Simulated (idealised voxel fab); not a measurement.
The document below concerns the process module designated voxel capacitor over wiring.
The width of the displayed cross-section, cut, is 260 nm; its cells are square, with a size of 5 nm.
A cross-section in this document is a grid of square cells, and it is written down as bands, the top band listed before the ones below it; a band is made up of one or more rows of cells.
Band: top height; bottom height; in nm. Then, left to right: material with width in nm, for each material. "everywhere": a single material spanning edge to edge. "blank": empty space.
Where do heights start? At 0: under that level the wafer as delivered is made of one material only. And the lowest band has no floor; it just carries on downward, as in "0 -> down".
Per-row width for "30 to 40": begins at first number (top row of band), ends at second number (bottom row), increment between rows held constant.
No cell of the cross-section changed in a step that is given as "no modification".
If an empty space has no open way to the top and is at least 8 cells in size, "Closed void listing" lists it, written width x height at distance, where distance is measured from the left edge and every value is in nm.
Formally, on a step line, whatever follows the settings is a remark that the simulator itself makes on the step.
overlay nm: mask offset rightward from planned place, masked step; negative means leftward offset.
Quick note on how to read the rest: it's all pairs. You get the cross-section before a process step and the one after, but the after one only goes down as far as the lowest band that changed. The step in between, with its settings, sits under the pair. Heads up, the pairs can come from different runs of this module on the same starting wafer, so don't assume a pair picks up from the one above unless its "Pre-processing view" entry says it does.

[Pre-processing view]
0 -> down | Si everywhere
Closed void listing: none

[Resulting Structure]
10 -> 0 | SiO2 everywhere
Note: structure below 0 unchanged.
Closed void listing: none
Process step bridging the above cross-sections: CONFORMAL_DEP [material SiO2] [thk nm 10]

Pre-processing view: as in the pair right above, post-step view.

[Resulting Structure]
15 -> 10 | SiN everywhere
Note: structure below 10 unchanged.
Closed void listing: none
Process step bridging the above cross-sections: CONFORMAL_DEP [material SiN] [thk nm 5]

Pre-processing view: as in the pair right above, post-step view.

[Resulting Structure]
35 -> 15 | SiO2 everywhere
Note: structure below 15 unchanged.
Closed void listing: none
Process step bridging the above cross-sections: DIRECTIONAL_DEP [material SiO2] [thk nm 20]

Pre-processing view: as in the pair right above, post-step view.

[Resulting Structure]
35 -> 15 | 80 of SiO2 / 25 of blank / 50 of SiO2 / 25 of blank / 80 of SiO2
Note: structure below 15 unchanged.
Closed void listing: none
Process step bridging the above cross-sections: MASKED_ETCH [tone open] [mask id METAL_1] [width nm 25] [pitch nm 75] [etch materials SiO2] [depth nm 20] [overlay nm 0]

Pre-processing view: as in the pair right above, post-step view.

[Resulting Structure]
35 -> 15 | 80 of SiO2 / 25 of blank / 50 of SiO2 / 25 of blank / 80 of SiO2
15 -> 10 | 80 of SiN / 25 of blank / 50 of SiN / 25 of blank / 80 of SiN
Note: structure below 10 unchanged.
Closed void listing: none
Process step bridging the above cross-sections: MASKED_ETCH [tone open] [mask id METAL_1] [width nm 25] [pitch nm 75] [etch materials SiN] [depth nm 5] [overlay nm 0]

Pre-processing view: as in the pair right above, post-step view.

[Resulting Structure]
40 -> 35 | 85 of TiN / 15 of blank / 60 of TiN / 15 of blank / 85 of TiN
35 -> 15 | 80 of SiO2 / 5 of TiN / 15 of blank / 5 of TiN / 50 of SiO2 / 5 of TiN / 15 of blank / 5 of TiN / 80 of SiO2
15 -> 10 | 80 of SiN / 25 of TiN / 50 of SiN / 25 of TiN / 80 of SiN
Note: structure below 10 unchanged.
Closed void listing: none
Process step bridging the above cross-sections: CONFORMAL_DEP [material TiN] [thk nm 5]

Pre-processing view: as in the pair right above, post-step view.

[Resulting Structure]
45 -> 40 | Cu everywhere
40 -> 35 | 85 of TiN / 15 of Cu / 60 of TiN / 15 of Cu / 85 of TiN
35 -> 15 | 80 of SiO2 / 5 of TiN / 15 of Cu / 5 of TiN / 50 of SiO2 / 5 of TiN / 15 of Cu / 5 of TiN / 80 of SiO2
Note: structure below 15 unchanged.
Closed void listing: none
Process step bridging the above cross-sections: FILL_DEP [material Cu] [thk nm 5]

Pre-processing view: as in the pair right above, post-step view.

[Resulting Structure]
35 -> 15 | 80 of SiO2 / 5 of TiN / 15 of Cu / 5 of TiN / 50 of SiO2 / 5 of TiN / 15 of Cu / 5 of TiN / 80 of SiO2
Note: structure below 15 unchanged.
Closed void listing: none
Process step bridging the above cross-sections: CMP [height nm 35]

Pre-processing view: as in the pair right above, post-step view.

[Resulting Structure]
40 -> 35 | SiCN everywhere
Note: structure below 35 unchanged.
Closed void listing: none
Process step bridging the above cross-sections: CONFORMAL_DEP [material SiCN] [thk nm 5]

Pre-processing view: as in the pair right above, post-step view.

[Resulting Structure]
60 -> 40 | SiO2 everywhere
Note: structure below 40 unchanged.
Closed void listing: none
Process step bridging the above cross-sections: DIRECTIONAL_DEP [material SiO2] [thk nm 20]

Pre-processing view: as in the pair right above, post-step view.

[Resulting Structure]
70 -> 60 | aC everywhere
Note: structure below 60 unchanged.
Closed void listing: none
Process step bridging the above cross-sections: DIRECTIONAL_DEP [material aC] [thk nm 10]

Pre-processing view: as in the pair right above, post-step view.

[Resulting Structure]
95 -> 70 | 90 of resist / 15 of blank / 155 of resist
Note: structure below 70 unchanged.
Closed void listing: none
Process step bridging the above cross-sections: PATTERN [tone open] [mask id PLUG_1] [material resist] [width nm 15] [thk nm 25] [overlay nm 0]

Pre-processing view: as in the pair right above, post-step view.

[Resulting Structure]
85 -> 70 | 90 of resist / 15 of blank / 155 of resist
70 -> 60 | 90 of aC / 15 of blank / 155 of aC
Note: structure below 60 unchanged.
Closed void listing: none
Process step bridging the above cross-sections: DIRECTIONAL_ETCH [etch materials aC] [depth nm 10]

Pre-processing view: as in the pair right above, post-step view.

[Resulting Structure]
70 -> 60 | 90 of aC / 15 of blank / 155 of aC
Note: structure below 60 unchanged.
Closed void listing: none
Process step bridging the above cross-sections: STRIP [etch materials resist]

Pre-processing view: as in the pair right above, post-step view.

[Resulting Structure]
70 -> 60 | 90 of aC / 15 of blank / 155 of aC
60 -> 40 | 90 of SiO2 / 15 of blank / 155 of SiO2
Note: structure below 40 unchanged.
Closed void listing: none
Process step bridging the above cross-sections: DIRECTIONAL_ETCH [etch materials SiO2] [depth nm 20]

Pre-processing view: as in the pair right above, post-step view.

[Resulting Structure]
70 -> 60 | 90 of aC / 15 of blank / 155 of aC
60 -> 40 | 90 of SiO2 / 15 of blank / 155 of SiO2
40 -> 35 | 90 of SiCN / 15 of blank / 155 of SiCN
Note: structure below 35 unchanged.
Closed void listing: none
Process step bridging the above cross-sections: DIRECTIONAL_ETCH [etch materials SiCN] [depth nm 5]

Pre-processing view: as in the pair right above, post-step view.

[Resulting Structure]
60 -> 40 | 90 of SiO2 / 15 of blank / 155 of SiO2
Note: structure below 40 unchanged.
Closed void listing: none
Process step bridging the above cross-sections: STRIP [etch materials aC]

Pre-processing view: as in the pair right above, post-step view.

[Resulting Structure]
60 -> 45 | 90 of SiO2 / 15 of blank / 155 of SiO2
45 -> 40 | 90 of SiO2 / 15 of Ru / 155 of SiO2
40 -> 35 | 90 of SiCN / 15 of Ru / 155 of SiCN
Note: structure below 35 unchanged.
Closed void listing: none
Process step bridging the above cross-sections: EPI [material Ru] [thk nm 10]

Pre-processing view: as in the pair right above, post-step view.

[Resulting Structure]
60 -> 55 | 90 of SiO2 / 15 of blank / 155 of SiO2
55 -> 40 | 90 of SiO2 / 15 of Ru / 155 of SiO2
Note: structure below 40 unchanged.
Closed void listing: none
Process step bridging the above cross-sections: EPI [material Ru] [thk nm 10]

Pre-processing view: as in the pair right above, post-step view.

[Resulting Structure]
60 -> 40 | 90 of SiO2 / 15 of Ru / 155 of SiO2
Note: structure below 40 unchanged.
Closed void listing: none
Process step bridging the above cross-sections: EPI [material Ru] [thk nm 5]

Pre-processing view: as in the pair right above, post-step view.

[Resulting Structure]
65 -> 60 | TiN everywhere
Note: structure below 60 unchanged.
Closed void listing: none
Process step bridging the above cross-sections: DIRECTIONAL_DEP [material TiN] [thk nm 5]

Pre-processing view: as in the pair right above, post-step view.

[Resulting Structure]
70 -> 65 | HfO2 everywhere
Note: structure below 65 unchanged.
Closed void listing: none
Process step bridging the above cross-sections: DIRECTIONAL_DEP [material HfO2] [thk nm 5]

Pre-processing view: as in the pair right above, post-step view.

[Resulting Structure]
75 -> 70 | TiN everywhere
Note: structure below 70 unchanged.
Closed void listing: none
Process step bridging the above cross-sections: DIRECTIONAL_DEP [material TiN] [thk nm 5]

Pre-processing view: as in the pair right above, post-step view.

[Resulting Structure]
95 -> 75 | 90 of blank / 55 of resist / 115 of blank
Note: structure below 75 unchanged.
Closed void listing: none
Process step bridging the above cross-sections: PATTERN [tone cover] [mask id UPPER_PLATE] [material resist] [width nm 55] [thk nm 20] [overlay nm 0]

Pre-processing view: as in the pair right above, post-step view.

[Resulting Structure]
95 -> 75 | 90 of blank / 55 of resist / 115 of blank
75 -> 70 | 90 of blank / 55 of TiN / 115 of blank
Note: structure below 70 unchanged.
Closed void listing: none
Process step bridging the above cross-sections: DIRECTIONAL_ETCH [etch materials TiN] [depth nm 5]

Pre-processing view: as in the pair right above, post-step view.

[Resulting Structure]
95 -> 75 | 90 of blank / 55 of resist / 115 of blank
75 -> 70 | 90 of blank / 55 of TiN / 115 of blank
70 -> 65 | 90 of blank / 55 of HfO2 / 115 of blank
Note: structure below 65 unchanged.
Closed void listing: none
Process step bridging the above cross-sections: DIRECTIONAL_ETCH [etch materials HfO2] [depth nm 5]

Pre-processing view: as in the pair right above, post-step view.

[Resulting Structure]
75 -> 70 | 90 of blank / 55 of TiN / 115 of blank
Note: structure below 70 unchanged.
Closed void listing: none
Process step bridging the above cross-sections: STRIP [etch materials resist]

Pre-processing view: as in the pair right above, post-step view.

[Resulting Structure]
95 -> 75 | 85 of blank / 65 of resist / 110 of blank
75 -> 70 | 85 of blank / 5 of resist / 55 of TiN / 5 of resist / 110 of blank
70 -> 65 | 85 of blank / 5 of resist / 55 of HfO2 / 5 of resist / 110 of blank
Note: structure below 65 unchanged.
Closed void listing: none
Process step bridging the above cross-sections: PATTERN [tone cover] [mask id LOWER_PLATE] [material resist] [width nm 65] [thk nm 20] [overlay nm 0]

Pre-processing view: as in the pair right above, post-step view.

[Resulting Structure]
95 -> 75 | 85 of blank / 65 of resist / 110 of blank
75 -> 70 | 85 of blank / 5 of resist / 55 of TiN / 5 of resist / 110 of blank
70 -> 65 | 85 of blank / 5 of resist / 55 of HfO2 / 5 of resist / 110 of blank
65 -> 60 | 85 of blank / 65 of TiN / 110 of blank
Note: structure below 60 unchanged.
Closed void listing: none
Process step bridging the above cross-sections: DIRECTIONAL_ETCH [etch materials TiN] [depth nm 5]

Pre-processing view: as in the pair right above, post-step view.

[Resulting Structure]
75 -> 70 | 90 of blank / 55 of TiN / 115 of blank
70 -> 65 | 90 of blank / 55 of HfO2 / 115 of blank
Note: structure below 65 unchanged.
Closed void listing: none
Process step bridging the above cross-sections: STRIP [etch materials resist]

Pre-processing view: as in the pair right above, post-step view.

[Resulting Structure]
95 -> 75 | SiO2 everywhere
75 -> 70 | 90 of SiO2 / 55 of TiN / 115 of SiO2
70 -> 65 | 90 of SiO2 / 55 of HfO2 / 115 of SiO2
65 -> 60 | 85 of SiO2 / 65 of TiN / 110 of SiO2
Note: structure below 60 unchanged.
Closed void listing: none
Process step bridging the above cross-sections: FILL_DEP [material SiO2] [thk nm 20]

Pre-processing view: as in the pair right above, post-step view.

[Resulting Structure]
90 -> 75 | SiO2 everywhere
Note: structure below 75 unchanged.
Closed void listing: none
Process step bridging the above cross-sections: CMP [height nm 90]

Pre-processing view: as in the pair right above, post-step view.

[Resulting Structure]
105 -> 90 | aC everywhere
Note: structure below 90 unchanged.
Closed void listing: none
Process step bridging the above cross-sections: DIRECTIONAL_DEP [material aC] [thk nm 15]

Pre-processing view: as in the pair right above, post-step view.

[Resulting Structure]
140 -> 105 | 100 of resist / 15 of blank / 145 of resist
Note: structure below 105 unchanged.
Closed void listing: none
Process step bridging the above cross-sections: PATTERN [tone open] [mask id PLUG_2] [material resist] [width nm 15] [thk nm 35] [overlay nm 0]

Pre-processing view: as in the pair right above, post-step view.

[Resulting Structure]
125 -> 105 | 100 of resist / 15 of blank / 145 of resist
105 -> 90 | 100 of aC / 15 of blank / 145 of aC
Note: structure below 90 unchanged.
Closed void listing: none
Process step bridging the above cross-sections: DIRECTIONAL_ETCH [etch materials aC] [depth nm 15]

Pre-processing view: as in the pair right above, post-step view.

[Resulting Structure]
105 -> 90 | 100 of aC / 15 of blank / 145 of aC
Note: structure below 90 unchanged.
Closed void listing: none
Process step bridging the above cross-sections: STRIP [etch materials resist]

Pre-processing view: as in the pair right above, post-step view.

[Resulting Structure]
105 -> 90 | 100 of aC / 15 of blank / 145 of aC
90 -> 75 | 100 of SiO2 / 15 of blank / 145 of SiO2
Note: structure below 75 unchanged.
Closed void listing: none
Process step bridging the above cross-sections: DIRECTIONAL_ETCH [etch materials SiO2] [depth nm 15]

Pre-processing view: as in the pair right above, post-step view.

[Resulting Structure]
90 -> 75 | 100 of SiO2 / 15 of blank / 145 of SiO2
Note: structure below 75 unchanged.
Closed void listing: none
Process step bridging the above cross-sections: STRIP [etch materials aC]

Pre-processing view: as in the pair right above, post-step view.

[Resulting Structure]
95 -> 90 | 105 of TiN / 5 of blank / 150 of TiN
90 -> 80 | 100 of SiO2 / 5 of TiN / 5 of blank / 5 of TiN / 145 of SiO2
80 -> 70 | 100 to 90 of SiO2 / 15 to 55 of TiN / 145 to 115 of SiO2
Note: structure below 70 unchanged.
Closed void listing: none
Process step bridging the above cross-sections: CONFORMAL_DEP [material TiN] [thk nm 5]

Pre-processing view: as in the pair right above, post-step view.

[Resulting Structure]
100 -> 95 | Ru everywhere
95 -> 90 | 105 of TiN / 5 of Ru / 150 of TiN
90 -> 80 | 100 of SiO2 / 5 of TiN / 5 of Ru / 5 of TiN / 145 of SiO2
Note: structure below 80 unchanged.
Closed void listing: none
Process step bridging the above cross-sections: FILL_DEP [material Ru] [thk nm 5]

Pre-processing view: as in the pair right above, post-step view.

[Resulting Structure]
90 -> 80 | 100 of SiO2 / 5 of TiN / 5 of Ru / 5 of TiN / 145 of SiO2
Note: structure below 80 unchanged.
Closed void listing: none
Process step bridging the above cross-sections: CMP [height nm 90]

Pre-processing view: as in the pair right above, post-step view.

[Resulting Structure]
95 -> 90 | SiCN everywhere
Note: structure below 90 unchanged.
Closed void listing: none
Process step bridging the above cross-sections: CONFORMAL_DEP [material SiCN] [thk nm 5]

[Pre-processing view]
60 -> 40 | 90 of SiO2 / 15 of Ru / 155 of SiO2
40 -> 35 | 90 of SiCN / 15 of Ru / 155 of SiCN
35 -> 15 | 80 of SiO2 / 5 of TiN / 15 of Cu / 5 of TiN / 50 of SiO2 / 5 of TiN / 15 of Cu / 5 of TiN / 80 of SiO2
15 -> 10 | 80 of SiN / 25 of TiN / 50 of SiN / 25 of TiN / 80 of SiN
10 -> 0 | SiO2 everywhere
0 -> down | Si everywhere
Closed void listing: none

[Resulting Structure]
65 -> 60 | HfO2 everywhere
Note: structure below 60 unchanged.
Closed void listing: none
Process step bridging the above cross-sections: DIRECTIONAL_DEP [material HfO2] [thk nm 5]

Pre-processing view: as in the pair right above, post-step view.

[Resulting Structure]
70 -> 65 | TiN everywhere
Note: structure below 65 unchanged.
Closed void listing: none
Process step bridging the above cross-sections: DIRECTIONAL_DEP [material TiN] [thk nm 5]

Pre-processing view: as in the pair right above, post-step view.

[Resulting Structure]
90 -> 70 | 90 of blank / 55 of resist / 115 of blank
Note: structure below 70 unchanged.
Closed void listing: none
Process step bridging the above cross-sections: PATTERN [tone cover] [mask id UPPER_PLATE] [material resist] [width nm 55] [thk nm 20] [overlay nm 0]

Pre-processing view: as in the pair right above, post-step view.

[Resulting Structure]
90 -> 70 | 90 of blank / 55 of resist / 115 of blank
70 -> 65 | 90 of blank / 55 of TiN / 115 of blank
Note: structure below 65 unchanged.
Closed void listing: none
Process step bridging the above cross-sections: DIRECTIONAL_ETCH [etch materials TiN] [depth nm 5]

Pre-processing view: as in the pair right above, post-step view.

[Resulting Structure]
90 -> 70 | 90 of blank / 55 of resist / 115 of blank
70 -> 65 | 90 of blank / 55 of TiN / 115 of blank
65 -> 60 | 90 of blank / 55 of HfO2 / 115 of blank
Note: structure below 60 unchanged.
Closed void listing: none
Process step bridging the above cross-sections: DIRECTIONAL_ETCH [etch materials HfO2] [depth nm 5]

Pre-processing view: as in the pair right above, post-step view.

[Resulting Structure]
70 -> 65 | 90 of blank / 55 of TiN / 115 of blank
Note: structure below 65 unchanged.
Closed void listing: none
Process step bridging the above cross-sections: STRIP [etch materials resist]

Pre-processing view: as in the pair right above, post-step view.

[Resulting Structure]
90 -> 70 | 85 of blank / 65 of resist / 110 of blank
70 -> 65 | 85 of blank / 5 of resist / 55 of TiN / 5 of resist / 110 of blank
65 -> 60 | 85 of blank / 5 of resist / 55 of HfO2 / 5 of resist / 110 of blank
Note: structure below 60 unchanged.
Closed void listing: none
Process step bridging the above cross-sections: PATTERN [tone cover] [mask id LOWER_PLATE] [material resist] [width nm 65] [thk nm 20] [overlay nm 0]

Pre-processing view: as in the pair right above, post-step view.

[Resulting Structure]
70 -> 65 | 90 of blank / 55 of TiN / 115 of blank
65 -> 60 | 90 of blank / 55 of HfO2 / 115 of blank
Note: structure below 60 unchanged.
Closed void listing: none
Process step bridging the above cross-sections: STRIP [etch materials resist]

Pre-processing view: as in the pair right above, post-step view.

[Resulting Structure]
90 -> 70 | SiO2 everywhere
70 -> 65 | 90 of SiO2 / 55 of TiN / 115 of SiO2
65 -> 60 | 90 of SiO2 / 55 of HfO2 / 115 of SiO2
Note: structure below 60 unchanged.
Closed void listing: none
Process step bridging the above cross-sections: FILL_DEP [material SiO2] [thk nm 20]

Pre-processing view: as in the pair right above, post-step view.

[Resulting Structure]
105 -> 90 | aC everywhere
Note: structure below 90 unchanged.
Closed void listing: none
Process step bridging the above cross-sections: DIRECTIONAL_DEP [material aC] [thk nm 15]

Pre-processing view: as in the pair right above, post-step view.

[Resulting Structure]
140 -> 105 | 100 of resist / 15 of blank / 145 of resist
Note: structure below 105 unchanged.
Closed void listing: none
Process step bridging the above cross-sections: PATTERN [tone open] [mask id PLUG_2] [material resist] [width nm 15] [thk nm 35] [overlay nm 0]

Pre-processing view: as in the pair right above, post-step view.

[Resulting Structure]
125 -> 105 | 100 of resist / 15 of blank / 145 of resist
105 -> 90 | 100 of aC / 15 of blank / 145 of aC
Note: structure below 90 unchanged.
Closed void listing: none
Process step bridging the above cross-sections: DIRECTIONAL_ETCH [etch materials aC] [depth nm 15]

Pre-processing view: as in the pair right above, post-step view.

[Resulting Structure]
105 -> 90 | 100 of aC / 15 of blank / 145 of aC
Note: structure below 90 unchanged.
Closed void listing: none
Process step bridging the above cross-sections: STRIP [etch materials resist]

Pre-processing view: as in the pair right above, post-step view.

[Resulting Structure]
105 -> 90 | 100 of aC / 15 of blank / 145 of aC
90 -> 75 | 100 of SiO2 / 15 of blank / 145 of SiO2
Note: structure below 75 unchanged.
Closed void listing: none
Process step bridging the above cross-sections: DIRECTIONAL_ETCH [etch materials SiO2] [depth nm 15]

Pre-processing view: as in the pair right above, post-step view.

[Resulting Structure]
90 -> 75 | 100 of SiO2 / 15 of blank / 145 of SiO2
Note: structure below 75 unchanged.
Closed void listing: none
Process step bridging the above cross-sections: STRIP [etch materials aC]

Pre-processing view: as in the pair right above, post-step view.

[Resulting Structure]
95 -> 90 | 105 of TiN / 5 of blank / 150 of TiN
90 -> 80 | 100 of SiO2 / 5 of TiN / 5 of blank / 5 of TiN / 145 of SiO2
80 -> 75 | 100 of SiO2 / 15 of TiN / 145 of SiO2
Note: structure below 75 unchanged.
Closed void listing: none
Process step bridging the above cross-sections: CONFORMAL_DEP [material TiN] [thk nm 5]

Pre-processing view: as in the pair right above, post-step view.

[Resulting Structure]
100 -> 95 | Ru everywhere
95 -> 90 | 105 of TiN / 5 of Ru / 150 of TiN
90 -> 80 | 100 of SiO2 / 5 of TiN / 5 of Ru / 5 of TiN / 145 of SiO2
Note: structure below 80 unchanged.
Closed void listing: none
Process step bridging the above cross-sections: FILL_DEP [material Ru] [thk nm 5]

Pre-processing view: as in the pair right above, post-step view.

[Resulting Structure]
90 -> 80 | 100 of SiO2 / 5 of TiN / 5 of Ru / 5 of TiN / 145 of SiO2
Note: structure below 80 unchanged.
Closed void listing: none
Process step bridging the above cross-sections: CMP [height nm 90]

Pre-processing view: as in the pair right above, post-step view.

[Resulting Structure]
95 -> 90 | SiCN everywhere
Note: structure below 90 unchanged.
Closed void listing: none
Process step bridging the above cross-sections: CONFORMAL_DEP [material SiCN] [thk nm 5]

[Pre-processing view]
60 -> 55 | 90 of SiO2 / 15 of blank / 155 of SiO2
55 -> 40 | 90 of SiO2 / 15 of Ru / 155 of SiO2
40 -> 35 | 90 of SiCN / 15 of Ru / 155 of SiCN
35 -> 15 | 80 of SiO2 / 5 of TiN / 15 of Cu / 5 of TiN / 50 of SiO2 / 5 of TiN / 15 of Cu / 5 of TiN / 80 of SiO2
15 -> 10 | 80 of SiN / 25 of TiN / 50 of SiN / 25 of TiN / 80 of SiN
10 -> 0 | SiO2 everywhere
0 -> down | Si everywhere
Closed void listing: none

[Resulting Structure]
65 -> 60 | 85 of blank / 25 of Ru / 150 of blank
60 -> 40 | 90 of SiO2 / 15 of Ru / 155 of SiO2
Note: structure below 40 unchanged.
Closed void listing: none
Process step bridging the above cross-sections: EPI [material Ru] [thk nm 10]

Pre-processing view: as in the pair right above, post-step view.

[Resulting Structure]
70 -> 60 | 80 of blank / 35 of Ru / 145 of blank
Note: structure below 60 unchanged.
Closed void listing: none
Process step bridging the above cross-sections: EPI [material Ru] [thk nm 5]

Pre-processing view: as in the pair right above, post-step view.

[Resulting Structure]
75 -> 70 | 80 of blank / 35 of TiN / 145 of blank
70 -> 65 | 80 of blank / 35 of Ru / 145 of blank
65 -> 60 | 80 of TiN / 35 of Ru / 145 of TiN
Note: structure below 60 unchanged.
Closed void listing: none
Process step bridging the above cross-sections: DIRECTIONAL_DEP [material TiN] [thk nm 5]

Pre-processing view: as in the pair right above, post-step view.

[Resulting Structure]
80 -> 75 | 80 of blank / 35 of HfO2 / 145 of blank
75 -> 70 | 80 of blank / 35 of TiN / 145 of blank
70 -> 65 | 80 of HfO2 / 35 of Ru / 145 of HfO2
Note: structure below 65 unchanged.
Closed void listing: none
Process step bridging the above cross-sections: DIRECTIONAL_DEP [material HfO2] [thk nm 5]

Pre-processing view: as in the pair right above, post-step view.

[Resulting Structure]
85 -> 80 | 80 of blank / 35 of TiN / 145 of blank
80 -> 75 | 80 of blank / 35 of HfO2 / 145 of blank
75 -> 70 | TiN everywhere
Note: structure below 70 unchanged.
Closed void listing: none
Process step bridging the above cross-sections: DIRECTIONAL_DEP [material TiN] [thk nm 5]

Pre-processing view: as in the pair right above, post-step view.

[Resulting Structure]
105 -> 85 | 90 of blank / 55 of resist / 115 of blank
85 -> 80 | 80 of blank / 35 of TiN / 30 of resist / 115 of blank
80 -> 75 | 80 of blank / 35 of HfO2 / 30 of resist / 115 of blank
Note: structure below 75 unchanged.
Closed void listing: none
Process step bridging the above cross-sections: PATTERN [tone cover] [mask id UPPER_PLATE] [material resist] [width nm 55] [thk nm 20] [overlay nm 0]

Pre-processing view: as in the pair right above, post-step view.

[Resulting Structure]
105 -> 85 | 90 of blank / 55 of resist / 115 of blank
85 -> 80 | 90 of blank / 25 of TiN / 30 of resist / 115 of blank
80 -> 75 | 80 of blank / 35 of HfO2 / 30 of resist / 115 of blank
75 -> 70 | 80 of blank / 65 of TiN / 115 of blank
Note: structure below 70 unchanged.
Closed void listing: none
Process step bridging the above cross-sections: DIRECTIONAL_ETCH [etch materials TiN] [depth nm 5]

Pre-processing view: as in the pair right above, post-step view.

[Resulting Structure]
105 -> 85 | 90 of blank / 55 of resist / 115 of blank
85 -> 80 | 90 of blank / 25 of TiN / 30 of resist / 115 of blank
80 -> 75 | 90 of blank / 25 of HfO2 / 30 of resist / 115 of blank
75 -> 70 | 80 of blank / 65 of TiN / 115 of blank
70 -> 65 | 80 of blank / 35 of Ru / 30 of HfO2 / 115 of blank
Note: structure below 65 unchanged.
Closed void listing: none
Process step bridging the above cross-sections: DIRECTIONAL_ETCH [etch materials HfO2] [depth nm 5]

Pre-processing view: as in the pair right above, post-step view.

[Resulting Structure]
85 -> 80 | 90 of blank / 25 of TiN / 145 of blank
80 -> 75 | 90 of blank / 25 of HfO2 / 145 of blank
Note: structure below 75 unchanged.
Closed void listing: none
Process step bridging the above cross-sections: STRIP [etch materials resist]

Pre-processing view: as in the pair right above, post-step view.

[Resulting Structure]
105 -> 85 | 85 of blank / 65 of resist / 110 of blank
85 -> 80 | 85 of blank / 5 of resist / 25 of TiN / 35 of resist / 110 of blank
80 -> 75 | 85 of blank / 5 of resist / 25 of HfO2 / 35 of resist / 110 of blank
75 -> 70 | 80 of blank / 65 of TiN / 5 of resist / 110 of blank
70 -> 65 | 80 of blank / 35 of Ru / 30 of HfO2 / 5 of resist / 110 of blank
Note: structure below 65 unchanged.
Closed void listing: none
Process step bridging the above cross-sections: PATTERN [tone cover] [mask id LOWER_PLATE] [material resist] [width nm 65] [thk nm 20] [overlay nm 0]

Pre-processing view: as in the pair right above, post-step view.

[Resulting Structure]
105 -> 85 | 85 of blank / 65 of resist / 110 of blank
85 -> 80 | 85 of blank / 5 of resist / 25 of TiN / 35 of resist / 110 of blank
80 -> 75 | 85 of blank / 5 of resist / 25 of HfO2 / 35 of resist / 110 of blank
75 -> 70 | 85 of blank / 60 of TiN / 5 of resist / 110 of blank
70 -> 65 | 80 of blank / 35 of Ru / 30 of HfO2 / 5 of resist / 110 of blank
65 -> 60 | 80 of blank / 35 of Ru / 35 of TiN / 110 of blank
Note: structure below 60 unchanged.
Closed void listing: none
Process step bridging the above cross-sections: DIRECTIONAL_ETCH [etch materials TiN] [depth nm 5]

Pre-processing view: as in the pair right above, post-step view.

[Resulting Structure]
85 -> 80 | 90 of blank / 25 of TiN / 145 of blank
80 -> 75 | 90 of blank / 25 of HfO2 / 145 of blank
75 -> 70 | 85 of blank / 60 of TiN / 115 of blank
70 -> 65 | 80 of blank / 35 of Ru / 30 of HfO2 / 115 of blank
Note: structure below 65 unchanged.
Closed void listing: none
Process step bridging the above cross-sections: STRIP [etch materials resist]

Pre-processing view: as in the pair right above, post-step view.

[Resulting Structure]
105 -> 85 | SiO2 everywhere
85 -> 80 | 90 of SiO2 / 25 of TiN / 145 of SiO2
80 -> 75 | 90 of SiO2 / 25 of HfO2 / 145 of SiO2
75 -> 70 | 85 of SiO2 / 60 of TiN / 115 of SiO2
70 -> 65 | 80 of SiO2 / 35 of Ru / 30 of HfO2 / 115 of SiO2
65 -> 60 | 80 of SiO2 / 35 of Ru / 35 of TiN / 110 of SiO2
Note: structure below 60 unchanged.
Closed void listing: none
Process step bridging the above cross-sections: FILL_DEP [material SiO2] [thk nm 20]

Pre-processing view: as in the pair right above, post-step view.

[Resulting Structure]
90 -> 85 | SiO2 everywhere
Note: structure below 85 unchanged.
Closed void listing: none
Process step bridging the above cross-sections: CMP [height nm 90]

Pre-processing view: as in the pair right above, post-step view.

[Resulting Structure]
105 -> 90 | aC everywhere
Note: structure below 90 unchanged.
Closed void listing: none
Process step bridging the above cross-sections: DIRECTIONAL_DEP [material aC] [thk nm 15]

Pre-processing view: as in the pair right above, post-step view.

[Resulting Structure]
140 -> 105 | 100 of resist / 15 of blank / 145 of resist
Note: structure below 105 unchanged.
Closed void listing: none
Process step bridging the above cross-sections: PATTERN [tone open] [mask id PLUG_2] [material resist] [width nm 15] [thk nm 35] [overlay nm 0]

Pre-processing view: as in the pair right above, post-step view.

[Resulting Structure]
125 -> 105 | 100 of resist / 15 of blank / 145 of resist
105 -> 90 | 100 of aC / 15 of blank / 145 of aC
Note: structure below 90 unchanged.
Closed void listing: none
Process step bridging the above cross-sections: DIRECTIONAL_ETCH [etch materials aC] [depth nm 15]

Pre-processing view: as in the pair right above, post-step view.

[Resulting Structure]
105 -> 90 | 100 of aC / 15 of blank / 145 of aC
Note: structure below 90 unchanged.
Closed void listing: none
Process step bridging the above cross-sections: STRIP [etch materials resist]

Pre-processing view: as in the pair right above, post-step view.

[Resulting Structure]
105 -> 90 | 100 of aC / 15 of blank / 145 of aC
90 -> 85 | 100 of SiO2 / 15 of blank / 145 of SiO2
Note: structure below 85 unchanged.
Closed void listing: none
Process step bridging the above cross-sections: DIRECTIONAL_ETCH [etch materials SiO2] [depth nm 15]

Pre-processing view: as in the pair right above, post-step view.

[Resulting Structure]
90 -> 85 | 100 of SiO2 / 15 of blank / 145 of SiO2
Note: structure below 85 unchanged.
Closed void listing: none
Process step bridging the above cross-sections: STRIP [etch materials aC]

Pre-processing view: as in the pair right above, post-step view.

[Resulting Structure]
95 -> 90 | 105 of TiN / 5 of blank / 150 of TiN
90 -> 80 | 100 to 90 of SiO2 / 15 to 25 of TiN / 145 of SiO2
Note: structure below 80 unchanged.
Closed void listing: none
Process step bridging the above cross-sections: CONFORMAL_DEP [material TiN] [thk nm 5]

Pre-processing view: as in the pair right above, post-step view.

[Resulting Structure]
100 -> 95 | Ru everywhere
95 -> 90 | 105 of TiN / 5 of Ru / 150 of TiN
Note: structure below 90 unchanged.
Closed void listing: none
Process step bridging the above cross-sections: FILL_DEP [material Ru] [thk nm 5]

Pre-processing view: as in the pair right above, post-step view.

[Resulting Structure]
90 -> 80 | 100 to 90 of SiO2 / 15 to 25 of TiN / 145 of SiO2
Note: structure below 80 unchanged.
Closed void listing: none
Process step bridging the above cross-sections: CMP [height nm 90]

Pre-processing view: as in the pair right above, post-step view.

[Resulting Structure]
95 -> 90 | SiCN everywhere
Note: structure below 90 unchanged.
Closed void listing: none
Process step bridging the above cross-sections: CONFORMAL_DEP [material SiCN] [thk nm 5]

[Pre-processing view]
35 -> 15 | 80 of SiO2 / 5 of TiN / 15 of Cu / 5 of TiN / 50 of SiO2 / 5 of TiN / 15 of Cu / 5 of TiN / 80 of SiO2
15 -> 10 | 80 of SiN / 25 of TiN / 50 of SiN / 25 of TiN / 80 of SiN
10 -> 0 | SiO2 everywhere
0 -> down | Si everywhere
Closed void listing: none

[Resulting Structure]
55 -> 35 | SiO2 everywhere
Note: structure below 35 unchanged.
Closed void listing: none
Process step bridging the above cross-sections: DIRECTIONAL_DEP [material SiO2] [thk nm 20]
